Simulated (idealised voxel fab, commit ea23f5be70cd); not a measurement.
Title: Process Module voxel capacitor over wiring
Shown is cross-section cut, with a width of 300 nm and square cells of size 5 nm.
Cross-section layout: square cells on a grid; listed as bands, top to bottom; a band spans one or more cell rows. It is stipulated that each band's entry specify, in nanometres, the height of the top of the band and then that of its bottom, followed by the materials of the band in left-to-right sequence, each together with its width in nanometres. A single material marked by the word "full width" is understood to fill the band from edge to edge; the word "empty" is understood to denote empty space. Heights are expressed relative to 0, this being the level below which the as-received wafer comprises one material exclusively. The lowest band is unbounded in the downward direction and is denoted as in "0 -> down". The two numbers in a width such as "30..40" mark its ends across the band: the first belongs to the top row of cells, the second to the bottom row, and from each row to the next the width moves by the same amount. Given "stayed the same" for a step, no cell of the cross-section differs between before and after that step. Look at "Fully sealed cavities" for the closed voids: empty spaces with no open path to the top, sized 8 cells or up. Each is width x height at distance, distance from the left edge, all nm. Formally, on a step line, whatever follows the settings is a remark that the simulator itself makes on the step. "overlay nm" denotes, for a step that has a mask, the displacement of the mask to the right of its planned place, with negative values corresponding to the left.
Here's what the planned process steps look like
step 1: RECEIVE,material Si
step 2: CONFORMAL_DEP,material SiO2,thk nm 10
step 3: DIRECTIONAL_DEP,material TiN,thk nm 5
step 4: DIRECTIONAL_DEP,material W,thk nm 20
step 5: DIRECTIONAL_DEP,material aC,thk nm 10
step 6: PATTERN,tone cover,mask id METAL_1,material resist,width nm 20,pitch nm 85,thk nm 30,overlay nm 0
step 7: DIRECTIONAL_ETCH,etch materials aC,depth nm 10
step 8: STRIP,etch materials resist
step 9: DIRECTIONAL_ETCH,etch materials W,depth nm 20
step 10: DIRECTIONAL_ETCH,etch materials TiN,depth nm 5
step 11: STRIP,etch materials aC
step 12: CONFORMAL_DEP,material SiN,thk nm 5
step 13: FILL_DEP,material lowk,thk nm 10
step 14: CMP,height nm 35
step 15: CONFORMAL_DEP,material SiCN,thk nm 5
step 16: DIRECTIONAL_DEP,material SiO2,thk nm 20
step 17: MASKED_ETCH,tone open,mask id PLUG_1,width nm 15,etch materials SiO2,depth nm 20,overlay nm 0
step 18: MASKED_ETCH,tone open,mask id PLUG_1,width nm 15,etch materials SiCN,depth nm 5,overlay nm 0
step 19: CONFORMAL_DEP,material TiN,thk nm 5
step 20: FILL_DEP,material Cu,thk nm 5
step 21: CMP,height nm 60
step 22: DIRECTIONAL_DEP,material TiN,thk nm 5
step 23: DIRECTIONAL_DEP,material Al2O3,thk nm 5
step 24: DIRECTIONAL_DEP,material TiN,thk nm 10
step 25: DIRECTIONAL_DEP,material aC,thk nm 15
step 26: PATTERN,tone cover,mask id UPPER_PLATE,material resist,width nm 70,thk nm 35,overlay nm 0
step 27: DIRECTIONAL_ETCH,etch materials aC,depth nm 15
step 28: STRIP,etch materials resist
step 29: DIRECTIONAL_ETCH,etch materials TiN,depth nm 10
step 30: DIRECTIONAL_ETCH,etch materials Al2O3,depth nm 5
step 31: STRIP,etch materials aC
step 32: DIRECTIONAL_DEP,material aC,thk nm 10
step 33: PATTERN,tone cover,mask id LOWER_PLATE,material resist,width nm 80,thk nm 30,overlay nm 0
step 34: DIRECTIONAL_ETCH,etch materials aC,depth nm 10
step 35: STRIP,etch materials resist
step 36: DIRECTIONAL_ETCH,etch materials TiN,depth nm 5
step 37: STRIP,etch materials aC
step 38: FILL_DEP,material SiO2,thk nm 15
step 39: CMP,height nm 90
step 40: PATTERN,tone open,mask id PLUG_2,material resist,width nm 15,thk nm 20,overlay nm 0
step 41: DIRECTIONAL_ETCH,etch materials SiO2,depth nm 10
step 42: STRIP,etch materials resist
step 43: CONFORMAL_DEP,material TiN,thk nm 5
step 44: FILL_DEP,material Ru,thk nm 5
step 45: CMP,height nm 90
step 46: CONFORMAL_DEP,material SiN,thk nm 5
Wafer as received: cross-section following step 1
    0 -> down | Si full width
    Fully sealed cavities: none
Final cross-section, module run with one mistake (start and plan as above)
    95 -> 90 | SiN full width
    90 -> 85 | SiO2 110 / TiN 5 / Ru 5 / TiN 5 / SiO2 175
    85 -> 80 | SiO2 110 / TiN 15 / SiO2 175
    80 -> 70 | SiO2 100 / TiN 70 / SiO2 130
    70 -> 65 | SiO2 100 / Al2O3 70 / SiO2 130
    65 -> 60 | SiO2 95 / TiN 80 / SiO2 125
    60 -> 45 | SiO2 95 / TiN 5 / Cu 5 / TiN 5 / SiO2 190
    45 -> 40 | SiO2 95 / TiN 15 / SiO2 190
    40 -> 35 | SiCN 100 / TiN 10 / SiCN 190
    35 -> 15 | lowk 90 / SiN 5 / W 20 / SiN 5 / lowk 55 / SiN 5 / W 20 / SiN 5 / lowk 95
    15 -> 10 | SiN 95 / TiN 20 / SiN 65 / TiN 20 / SiN 100
    10 -> 0 | SiO2 full width
    0 -> down | Si full width
    Fully sealed cavities: none
Misprocessing identified: so step 17 ended up running with a different setting than we planned, it ran as MASKED_ETCH,tone open,mask id PLUG_1,width nm 15,etch materials SiO2,depth nm 20,overlay nm -5
